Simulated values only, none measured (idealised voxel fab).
Process module heading - voxel fin reveal
The cross-section shown here is cut; it is 250 nm wide and divided into square cells measuring 5 nm on a side.
Just so we're on the same page, the cross-sections are grids of square cells, and they're listed out in bands top to bottom, each band one or more rows deep.
For a band, the entry starts with two heights in nm, that of the top and then that of the bottom, and carries on with the band's materials in order from left to right, each alongside its width in nm; the word "full width" beside a single material means it fills the band edge to edge, and "empty" means empty space.
Height 0 is the level under which the wafer as received is all one material. The lowest band goes on downwards, as in "top 0, no bottom".
Top row gets the first number, bottom row gets the second, and each row in between changes by the same step: that is how a band width like "30..40" works.
Take "all unchanged" at face value: in the step it is given for, the cross-section changed in none of its cells.
The entry titled "Enclosed internal cavities" provides the empty spaces that have no open way to the top, restricted to those of 8 cells or more. Each is presented as width x height at distance, the distance being measured from the left edge, with all three in nm.
Read whatever lies past the settings on a step's line as the simulator's own remark about the step.
overlay nm, on a step with a mask: how far to the right of its planned place the mask lay; to the left if negative
**Steps in the process plan**
1,RECEIVE | material Si
2,CONFORMAL_DEP | material SiN | thk nm 5
3,DIRECTIONAL_DEP | material aC | thk nm 15
4,PATTERN | tone cover | mask id FINS | material resist | width nm 15 | pitch nm 35 | thk nm 35 | overlay nm 0
5,DIRECTIONAL_ETCH | etch materials aC | depth nm 15
6,STRIP | etch materials resist
7,DIRECTIONAL_ETCH | etch materials SiN | depth nm 5
8,DIRECTIONAL_ETCH | etch materials Si | depth nm 35
9,STRIP | etch materials aC
10,OXIDIZE | depth nm 5
11,FILL_DEP | material SiO2 | thk nm 15
12,CMP | height nm 5
13,SELECTIVE_ETCH | etch materials SiO2 | depth nm 25
14,STRIP | etch materials SiN
**First out of two wafers; run went to plan**
**As-received wafer cross-section (after step 1)**
	top 0, no bottom  Si full width
	Enclosed internal cavities: none
**How the wafer stands in section after step 2**
	top 5, bottom 0  SiN full width
	Nothing below the height 0 has changed.
**How the wafer stands in section after step 3**
	top 20, bottom 5  aC full width
	Nothing below the height 5 has changed.
**How the wafer stands in section after step 4**
	top 55, bottom 20  empty 80 / resist 15 / empty 20 / resist 15 / empty 20 / resist 15 / empty 85
	Nothing below the height 20 has changed.
**How the wafer stands in section after step 5**
	top 40, bottom 20  empty 80 / resist 15 / empty 20 / resist 15 / empty 20 / resist 15 / empty 85
	top 20, bottom 5  empty 80 / aC 15 / empty 20 / aC 15 / empty 20 / aC 15 / empty 85
	Nothing below the height 5 has changed.
**How the wafer stands in section after step 6**
	top 20, bottom 5  empty 80 / aC 15 / empty 20 / aC 15 / empty 20 / aC 15 / empty 85
	Nothing below the height 5 has changed.
**How the wafer stands in section after step 7**
	top 20, bottom 5  empty 80 / aC 15 / empty 20 / aC 15 / empty 20 / aC 15 / empty 85
	top 5, bottom 0  empty 80 / SiN 15 / empty 20 / SiN 15 / empty 20 / SiN 15 / empty 85
	Nothing below the height 0 has changed.
**How the wafer stands in section after step 8**
	top 20, bottom 5  empty 80 / aC 15 / empty 20 / aC 15 / empty 20 / aC 15 / empty 85
	top 5, bottom 0  empty 80 / SiN 15 / empty 20 / SiN 15 / empty 20 / SiN 15 / empty 85
	top 0, bottom -35  empty 80 / Si 15 / empty 20 / Si 15 / empty 20 / Si 15 / empty 85
	Nothing below the height -35 has changed.
**How the wafer stands in section after step 9**
	top 5, bottom 0  empty 80 / SiN 15 / empty 20 / SiN 15 / empty 20 / SiN 15 / empty 85
	Nothing below the height 0 has changed.
**How the wafer stands in section after step 10**
	top 5, bottom 0  empty 80 / SiN 15 / empty 20 / SiN 15 / empty 20 / SiN 15 / empty 85
	top 0, bottom -35  empty 80 / SiO2 5 / Si 5 / SiO2 5 / empty 20 / SiO2 5 / Si 5 / SiO2 5 / empty 20 / SiO2 5 / Si 5 / SiO2 5 / empty 85
	top -35, bottom -40  SiO2 85 / Si 5 / SiO2 30 / Si 5 / SiO2 30 / Si 5 / SiO2 90
	Nothing below the height -40 has changed.
**How the wafer stands in section after step 11**
	top 20, bottom 5  SiO2 full width
	top 5, bottom 0  SiO2 80 / SiN 15 / SiO2 20 / SiN 15 / SiO2 20 / SiN 15 / SiO2 85
	top 0, bottom -40  SiO2 85 / Si 5 / SiO2 30 / Si 5 / SiO2 30 / Si 5 / SiO2 90
	Nothing below the height -40 has changed.
**How the wafer stands in section after step 12**
	top 5, bottom 0  SiO2 80 / SiN 15 / SiO2 20 / SiN 15 / SiO2 20 / SiN 15 / SiO2 85
	Nothing below the height 0 has changed.
**How the wafer stands in section after step 13**
	top 5, bottom 0  empty 80 / SiN 15 / empty 20 / SiN 15 / empty 20 / SiN 15 / empty 85
	top 0, bottom -20  empty 85 / Si 5 / empty 30 / Si 5 / empty 30 / Si 5 / empty 90
	Nothing below the height -20 has changed.
**How the wafer stands in section after step 14**
	top 0, bottom -20  empty 85 / Si 5 / empty 30 / Si 5 / empty 30 / Si 5 / empty 90
	Nothing below the height -20 has changed.
**The second wafer: identical to the first at the outset and in its planned sequence, differing only in that one mistake was made during processing; up to and including step 3, its path is the first wafer's path**
**Second wafer, cut view, end of step 4 per plan**
	top 55, bottom 20  empty 80 / resist 20 / empty 15 / resist 20 / empty 15 / resist 20 / empty 80
	Nothing below the height 20 has changed.
**Second wafer, cut view, end of step 5 per plan**
	top 40, bottom 20  empty 80 / resist 20 / empty 15 / resist 20 / empty 15 / resist 20 / empty 80
	top 20, bottom 5  empty 80 / aC 20 / empty 15 / aC 20 / empty 15 / aC 20 / empty 80
	Nothing below the height 5 has changed.
**Second wafer, cut view, end of step 6 per plan**
	top 20, bottom 5  empty 80 / aC 20 / empty 15 / aC 20 / empty 15 / aC 20 / empty 80
	Nothing below the height 5 has changed.
**Second wafer, cut view, end of step 7 per plan**
	top 20, bottom 5  empty 80 / aC 20 / empty 15 / aC 20 / empty 15 / aC 20 / empty 80
	top 5, bottom 0  empty 80 / SiN 20 / empty 15 / SiN 20 / empty 15 / SiN 20 / empty 80
	Nothing below the height 0 has changed.
**Second wafer, cut view, end of step 8 per plan**
	top 20, bottom 5  empty 80 / aC 20 / empty 15 / aC 20 / empty 15 / aC 20 / empty 80
	top 5, bottom 0  empty 80 / SiN 20 / empty 15 / SiN 20 / empty 15 / SiN 20 / empty 80
	top 0, bottom -35  empty 80 / Si 20 / empty 15 / Si 20 / empty 15 / Si 20 / empty 80
	Nothing below the height -35 has changed.
**Second wafer, cut view, end of step 9 per plan**
	top 5, bottom 0  empty 80 / SiN 20 / empty 15 / SiN 20 / empty 15 / SiN 20 / empty 80
	Nothing below the height 0 has changed.
**Second wafer, cut view, end of step 10 per plan**
	top 5, bottom 0  empty 80 / SiN 20 / empty 15 / SiN 20 / empty 15 / SiN 20 / empty 80
	top 0, bottom -35  empty 80 / SiO2 5 / Si 10 / SiO2 5 / empty 15 / SiO2 5 / Si 10 / SiO2 5 / empty 15 / SiO2 5 / Si 10 / SiO2 5 / empty 80
	top -35, bottom -40  SiO2 85 / Si 10 / SiO2 25 / Si 10 / SiO2 25 / Si 10 / SiO2 85
	Nothing below the height -40 has changed.
**Second wafer, cut view, end of step 11 per plan**
	top 20, bottom 5  SiO2 full width
	top 5, bottom 0  SiO2 80 / SiN 20 / SiO2 15 / SiN 20 / SiO2 15 / SiN 20 / SiO2 80
	top 0, bottom -40  SiO2 85 / Si 10 / SiO2 25 / Si 10 / SiO2 25 / Si 10 / SiO2 85
	Nothing below the height -40 has changed.
**Second wafer, cut view, end of step 12 per plan**
	top 5, bottom 0  SiO2 80 / SiN 20 / SiO2 15 / SiN 20 / SiO2 15 / SiN 20 / SiO2 80
	Nothing below the height 0 has changed.
**Second wafer, cut view, end of step 13 per plan**
	top 5, bottom 0  empty 80 / SiN 20 / empty 15 / SiN 20 / empty 15 / SiN 20 / empty 80
	top 0, bottom -20  empty 85 / Si 10 / empty 25 / Si 10 / empty 25 / Si 10 / empty 85
	Nothing below the height -20 has changed.
**Second wafer, cut view, end of step 14 per plan**
	top 0, bottom -20  empty 85 / Si 10 / empty 25 / Si 10 / empty 25 / Si 10 / empty 85
	Nothing below the height -20 has changed.
Error vs. plan: step 4: run off-plan, actual operation and settings PATTERN | tone cover | mask id FINS | material resist | width nm 20 | pitch nm 35 | thk nm 35 | overlay nm 0
The second wafer ends with more or fewer cells of some materials than the first, per final count: 24 more of Si | 12 fewer of SiO2
